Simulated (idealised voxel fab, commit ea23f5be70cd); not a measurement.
process module | voxel wiring stack
cross-section cut | 280 nm wide | cells 5 nm
A cross-section is a grid of square cells, given in bands from the top down. A band is one or more rows of cells.
Each band's line starts with the height of the band's top and of its bottom, in nm. Then come its materials from left to right, each with its width in nm. One material with "throughout" fills the band from edge to edge. "air" is empty space.
Height 0 is the level under which the wafer as received is all one material. The lowest band goes on downwards, as in "0 down".
A width such as "30 to 40" changes by the same amount from each row of cells to the next, from the band's top row to its bottom row.
"no change" after a step means that no cell of the cross-section changed.
closed voids: empty space of 8 cells or more with no open way to the top, each as width x height at its distance from the left edge, in nm
after a step's settings: what the simulator itself notes on the step
overlay nm, on a step with a mask: how far to the right of its planned place the mask lay; to the left if negative
plan
1 op RECEIVE | material Si
2 op CONFORMAL_DEP | material SiO2 | thk nm 15
3 op DIRECTIONAL_DEP | material TiN | thk nm 5
4 op DIRECTIONAL_DEP | material Ru | thk nm 25
5 op MASKED_ETCH | tone cover | mask id METAL_1 | width nm 20 | pitch nm 50 | etch materials Ru | depth nm 25 | overlay nm 0
6 op MASKED_ETCH | tone cover | mask id METAL_1 | width nm 20 | pitch nm 50 | etch materials TiN | depth nm 5 | overlay nm 0
7 op CONFORMAL_DEP | material SiCN | thk nm 5
8 op FILL_DEP | material SiO2 | thk nm 5
9 op CMP | height nm 45
10 op CONFORMAL_DEP | material SiCN | thk nm 5
11 op DIRECTIONAL_DEP | material lowk | thk nm 20
12 op PATTERN | tone open | mask id PLUG_1 | material resist | width nm 15 | pitch nm 100 | thk nm 15 | overlay nm 0
13 op DIRECTIONAL_ETCH | etch materials lowk | depth nm 20
14 op DIRECTIONAL_ETCH | etch materials SiCN | depth nm 5
15 op STRIP | etch materials resist
16 op CONFORMAL_DEP | material TiN | thk nm 5
17 op FILL_DEP | material W | thk nm 5
18 op CMP | height nm 70
19 op DIRECTIONAL_DEP | material TiN | thk nm 5
20 op DIRECTIONAL_DEP | material Ru | thk nm 20
21 op DIRECTIONAL_DEP | material aC | thk nm 10
22 op PATTERN | tone cover | mask id METAL_2 | material resist | width nm 20 | pitch nm 50 | thk nm 30 | overlay nm 0
23 op DIRECTIONAL_ETCH | etch materials aC | depth nm 10
24 op STRIP | etch materials resist
25 op DIRECTIONAL_ETCH | etch materials Ru | depth nm 20
26 op DIRECTIONAL_ETCH | etch materials TiN | depth nm 5
27 op STRIP | etch materials aC
28 op CONFORMAL_DEP | material SiN | thk nm 5
29 op FILL_DEP | material lowk | thk nm 5
30 op CMP | height nm 95
31 op CONFORMAL_DEP | material SiCN | thk nm 5
32 op DIRECTIONAL_DEP | material lowk | thk nm 25
33 op MASKED_ETCH | tone open | mask id METAL_3_HOLES | width nm 15 | pitch nm 100 | etch materials lowk | depth nm 25 | overlay nm 0
34 op PATTERN | tone open | mask id METAL_3 | material resist | width nm 20 | pitch nm 50 | thk nm 20 | overlay nm 0
35 op DIRECTIONAL_ETCH | etch materials lowk | depth nm 15
36 op DIRECTIONAL_ETCH | etch materials SiCN | depth nm 5
37 op STRIP | etch materials resist
38 op CONFORMAL_DEP | material TiN | thk nm 5
39 op FILL_DEP | material Cu | thk nm 5
40 op CMP | height nm 125
41 op CONFORMAL_DEP | material SiN | thk nm 5
as received, after step 1
  0 down: Si throughout
  closed voids: none
a wafer at the end: this start, this plan, one mistake
  130 to 125: SiN throughout
  125 to 115: lowk 80 | TiN 5 | Cu 10 | TiN 5 | lowk 30 | TiN 5 | Cu 10 | TiN 5 | lowk 30 | TiN 5 | Cu 10 | TiN 5 | lowk 80
  115 to 110: lowk 80 | TiN 5 | Cu 5 | TiN 10 | lowk 30 | TiN 20 | lowk 30 | TiN 5 | Cu 5 | TiN 10 | lowk 80
  110 to 100: lowk 80 | TiN 5 | Cu 5 | TiN 5 | lowk 85 | TiN 5 | Cu 5 | TiN 5 | lowk 85
  100 to 95: SiCN 80 | TiN 15 | SiCN 85 | TiN 15 | SiCN 85
  95 to 75: lowk 75 | SiN 5 | Ru 20 | SiN 5 | lowk 20 | SiN 5 | Ru 20 | SiN 5 | lowk 20 | SiN 5 | Ru 20 | SiN 5 | lowk 75
  75 to 70: SiN 80 | TiN 20 | SiN 30 | TiN 20 | SiN 30 | TiN 20 | SiN 80
  70 to 50: lowk 80 | TiN 5 | W 5 | TiN 5 | lowk 85 | TiN 5 | W 5 | TiN 5 | lowk 85
  50 to 45: SiCN 80 | TiN 15 | SiCN 85 | TiN 15 | SiCN 85
  45 to 25: SiO2 75 | SiCN 5 | Ru 20 | SiCN 5 | SiO2 20 | SiCN 5 | Ru 20 | SiCN 5 | SiO2 20 | SiCN 5 | Ru 20 | SiCN 5 | SiO2 75
  25 to 20: SiCN 80 | Ru 20 | SiCN 30 | Ru 20 | SiCN 30 | Ru 20 | SiCN 80
  20 to 5: SiO2 throughout
  5 to 0: TiN throughout
  0 down: Si throughout
  closed voids: none
what went wrong: steps 2 and 3 were swapped
